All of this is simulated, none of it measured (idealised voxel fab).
Name of the process module below: voxel released beams
Section cut is 285 nm wide and gridded with 5 nm square cells.
In what follows, cross-sections appear as grids of square cells, described through bands that run from the top down, where every band is one or more rows of cells. Quick guide to a band line: top height, bottom height (nm) up front; then every material left to right with its width in nm. Only one material and it's marked "everywhere"? Then it fills the band edge to edge. And "air" just means empty space. It should be noted that heights are counted from 0, beneath which the wafer as supplied is of one material throughout, and that the lowest band possesses no lower boundary but continues downward, as written in "from 0 down". Width: "30->40" (first number = top row, second number = bottom row, same change from row to row of cells). Reading "no change" for a step: not a cell of the cross-section changed in it. The label "Sealed void list" introduces a list of the empty spaces, 8 cells or larger, that have no open way up to the top; each entry in it reads width x height at distance, where the distance is taken from the left edge and all three are stated in nm. Step line, after settings: the simulator's comment on this step. For masked steps, "overlay nm" on the step line gives how far right of plan the mask actually lay; a minus sign means it lay to the left.
PROCESS STEPS FORESEEN IN THE PLAN
1 RECEIVE (material Si)
2 CONFORMAL_DEP (material SiN; thk nm 5)
3 DIRECTIONAL_DEP (material SiO2; thk nm 15)
4 PATTERN (tone open; mask id ANCHOR; material resist; width nm 35; thk nm 20; overlay nm 0)
5 DIRECTIONAL_ETCH (etch materials SiO2; depth nm 15)
6 STRIP (etch materials resist)
7 CONFORMAL_DEP (material polySi; thk nm 15)
8 DIRECTIONAL_DEP (material aC; thk nm 15)
9 PATTERN (tone cover; mask id BEAM; material resist; width nm 100; thk nm 30; overlay nm 0)
10 DIRECTIONAL_ETCH (etch materials aC; depth nm 15)
11 STRIP (etch materials resist)
12 DIRECTIONAL_ETCH (etch materials polySi; depth nm 15)
13 STRIP (etch materials aC)
14 STRIP (etch materials SiO2)
INCOMING WAFER, CROSS-SECTIONAL VIEW, POST STEP 1
- from 0 down  Si everywhere
- Sealed void list: none
SAME STARTING WAFER, SAME PLAN AS ABOVE, ONE MISTAKE IN THE EXECUTION; THIS IS THE CROSS-SECTION AT THE END OF THE MODULE
- from 50 to 35  air (90), polySi (100), air (95)
- from 35 to 20  polySi everywhere
- from 20 to 5  SiO2 (95), polySi (35), SiO2 (155)
- from 5 to 0  SiN everywhere
- from 0 down  Si everywhere
- Sealed void list: none
What was done differently from what was planned? twice, step 7 of the plan was run
